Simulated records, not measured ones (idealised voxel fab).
You're looking at the process module voxel air gaps.
In the cross-section labelled cut, the width is 240 nm and each square cell is 5 nm.
Cross-section, as written here: a square-cell grid given band by band from the top down, where a band holds one or more rows of cells.
Band: top and bottom heights (nm) first, top before bottom; then materials from left to right, widths in nm. "throughout" marks a sole material filling the band edge to edge. "blank" denotes empty space.
Beneath 0, the wafer as received is one material, and that level is where height counting begins. The lowest band goes on downward without a bottom; it is written like "0 and below".
The width entry "30..40" should be interpreted row by row: the top row of cells in the band takes the first number, the bottom row takes the second number, and the change between adjacent rows is uniform throughout.
Step marked "no alteration"? Then no cell in the cross-section changed in it.
Closed empty spaces (no open way to the top) of 8 cells or more are what "Closed internal cavities" lists, each as width x height at distance from the left edge, nm for all three.
That trailing text on a step's line, after the settings, is the simulator's own remark on the step.
overlay nm, on a step with a mask: how far to the right of its planned place the mask lay; to the left if negative

-- The planned process steps are enumerated hereunder
1. RECEIVE: material Si
2. CONFORMAL_DEP: material SiO2, thk nm 15
3. CONFORMAL_DEP: material SiCN, thk nm 5
4. DIRECTIONAL_DEP: material SiO2, thk nm 40
5. PATTERN: tone open, mask id LINES, material resist, width nm 15, pitch nm 40, thk nm 20, overlay nm 0
6. DIRECTIONAL_ETCH: etch materials SiO2, depth nm 40
7. STRIP: etch materials resist
8. CONFORMAL_DEP: material TiN, thk nm 5
9. FILL_DEP: material Cu, thk nm 5
10. CMP: height nm 60
11. EPI: material Ru, thk nm 10
12. SELECTIVE_ETCH: etch materials SiO2, depth nm 50
13. CONFORMAL_DEP: material SiCN, thk nm 5
The plan's step 5 width nm is the first wafer's value; the wafers differ in this setting and start identical.

-- Cross-section of the first incoming wafer of several, state after step 1
    0 and below | Si throughout
    Closed internal cavities: none

-- wafer rows; end of module; cells per material since receipt: (+) gained, (-) lost; then closed voids
width nm 15; +28 Cu; +56 Ru; +196 SiCN; +144 SiO2; +68 TiN; Closed internal cavities: 15 x 30 at 70; 15 x 30 at 110; 15 x 30 at 150
width nm 20; +56 Cu; +64 Ru; +124 SiCN; +240 SiO2; +72 TiN; Closed internal cavities: none
width nm 25; +84 Cu; +66 Ru; +124 SiCN; +216 SiO2; +76 TiN; Closed internal cavities: none
